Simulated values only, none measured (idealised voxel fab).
This is a process module. Its name is voxel trench capacitor.
Square cell edge 5 nm, section width 240 nm, ID cut.
Throughout this document, each cross-section is represented as a grid of square cells and is presented as a sequence of bands enumerated from the top downward, where a band comprises one or more rows of cells.
A band entry consists of two parts. The first gives the height of the band's top and the height of its bottom, in nm. The rest lists the band's materials from left to right, each with its width in nm. A single material labelled with the word "edge to edge" fills the band from edge to edge, and the word "air" marks empty space.
Below 0: as-received wafer, all one material; heights counted from there. Lowest band: no bottom, goes on down, written "top 0, no bottom".
You'd read "30 to 40" like this: the band's top row of cells is as wide as the first number, its bottom row is as wide as the second, and going down, every row changes width by the same amount as the row before did.
Step note "everything unchanged" = no cross-section cell changed.
The entry "Listed closed voids" lists the empty spaces that cover at least 8 cells and have no open path to the top. Each is written as width x height at distance, where the distance is measured from the left edge and all three values are in nm.
Where a step's line continues beyond its settings, the continuation is a remark by the simulator itself on that step.
"overlay nm" answers the question of how far to the right of plan the mask lay on a step that has a mask, and when it is negative the answer is to the left.

# The planned process steps are enumerated hereunder
- 1: RECEIVE (material Si)
- 2: CONFORMAL_DEP (material SiN; thk nm 5)
- 3: PATTERN (tone open; mask id TRENCH; material resist; width nm 25; pitch nm 40; thk nm 15; overlay nm -15)
- 4: DIRECTIONAL_ETCH (etch materials SiN; depth nm 5)
- 5: DIRECTIONAL_ETCH (etch materials Si; depth nm 40)
- 6: STRIP (etch materials resist)
- 7: CONFORMAL_DEP (material Al2O3; thk nm 5)
- 8: CONFORMAL_DEP (material TiN; thk nm 5)
- 9: FILL_DEP (material W; thk nm 5)
- 10: CMP (height nm 5)
Be aware that, although all wafers share a common starting state, the overlay nm at step 3 differs among them, and the plan displays the first wafer's value.

# The first of several wafers as received, shown in cross-section; this is its state after step 1
	top 0, no bottom  Si edge to edge
	Listed closed voids: none

# First of several wafers in cross-section at module end, following the final step, step 10
	top 5, bottom 0  30 of SiN; 5 of Al2O3; 5 of TiN; 5 of W; 5 of TiN; 5 of Al2O3; 15 of SiN; 5 of Al2O3; 5 of TiN; 5 of W; 5 of TiN; 5 of Al2O3; 15 of SiN; 5 of Al2O3; 5 of TiN; 5 of W; 5 of TiN; 5 of Al2O3; 15 of SiN; 5 of Al2O3; 5 of TiN; 5 of W; 5 of TiN; 5 of Al2O3; 65 of SiN
	top 0, bottom -30  30 of Si; 5 of Al2O3; 5 of TiN; 5 of W; 5 of TiN; 5 of Al2O3; 15 of Si; 5 of Al2O3; 5 of TiN; 5 of W; 5 of TiN; 5 of Al2O3; 15 of Si; 5 of Al2O3; 5 of TiN; 5 of W; 5 of TiN; 5 of Al2O3; 15 of Si; 5 of Al2O3; 5 of TiN; 5 of W; 5 of TiN; 5 of Al2O3; 65 of Si
	top -30, bottom -35  30 of Si; 5 of Al2O3; 15 of TiN; 5 of Al2O3; 15 of Si; 5 of Al2O3; 15 of TiN; 5 of Al2O3; 15 of Si; 5 of Al2O3; 15 of TiN; 5 of Al2O3; 15 of Si; 5 of Al2O3; 15 of TiN; 5 of Al2O3; 65 of Si
	top -35, bottom -40  30 of Si; 25 of Al2O3; 15 of Si; 25 of Al2O3; 15 of Si; 25 of Al2O3; 15 of Si; 25 of Al2O3; 65 of Si
	top -40, no bottom  Si edge to edge
	Listed closed voids: none

# Cross-section of the last wafer at end of module
	top 5, bottom 0  60 of SiN; 5 of Al2O3; 5 of TiN; 5 of W; 5 of TiN; 5 of Al2O3; 15 of SiN; 5 of Al2O3; 5 of TiN; 5 of W; 5 of TiN; 5 of Al2O3; 15 of SiN; 5 of Al2O3; 5 of TiN; 5 of W; 5 of TiN; 5 of Al2O3; 15 of SiN; 5 of Al2O3; 5 of TiN; 5 of W; 5 of TiN; 5 of Al2O3; 35 of SiN
	top 0, bottom -30  60 of Si; 5 of Al2O3; 5 of TiN; 5 of W; 5 of TiN; 5 of Al2O3; 15 of Si; 5 of Al2O3; 5 of TiN; 5 of W; 5 of TiN; 5 of Al2O3; 15 of Si; 5 of Al2O3; 5 of TiN; 5 of W; 5 of TiN; 5 of Al2O3; 15 of Si; 5 of Al2O3; 5 of TiN; 5 of W; 5 of TiN; 5 of Al2O3; 35 of Si
	top -30, bottom -35  60 of Si; 5 of Al2O3; 15 of TiN; 5 of Al2O3; 15 of Si; 5 of Al2O3; 15 of TiN; 5 of Al2O3; 15 of Si; 5 of Al2O3; 15 of TiN; 5 of Al2O3; 15 of Si; 5 of Al2O3; 15 of TiN; 5 of Al2O3; 35 of Si
	top -35, bottom -40  60 of Si; 25 of Al2O3; 15 of Si; 25 of Al2O3; 15 of Si; 25 of Al2O3; 15 of Si; 25 of Al2O3; 35 of Si
	top -40, no bottom  Si edge to edge
	Listed closed voids: none

# Each row below is a wafer at the end of the module, listing for every material the number of cells it has gained (+) or lost (-) since it was received, followed by its closed voids
overlay nm -15; +84 Al2O3; -160 Si; +28 SiN; +68 TiN; +28 W; Listed closed voids: none
overlay nm -10; +84 Al2O3; -160 Si; +28 SiN; +68 TiN; +28 W; Listed closed voids: none
overlay nm -5; +84 Al2O3; -160 Si; +28 SiN; +68 TiN; +28 W; Listed closed voids: none
overlay nm 0; +84 Al2O3; -160 Si; +28 SiN; +68 TiN; +28 W; Listed closed voids: none
overlay nm 5; +84 Al2O3; -160 Si; +28 SiN; +68 TiN; +28 W; Listed closed voids: none
overlay nm 10; +84 Al2O3; -160 Si; +28 SiN; +68 TiN; +28 W; Listed closed voids: none
overlay nm 15; +84 Al2O3; -160 Si; +28 SiN; +68 TiN; +28 W; Listed closed voids: none
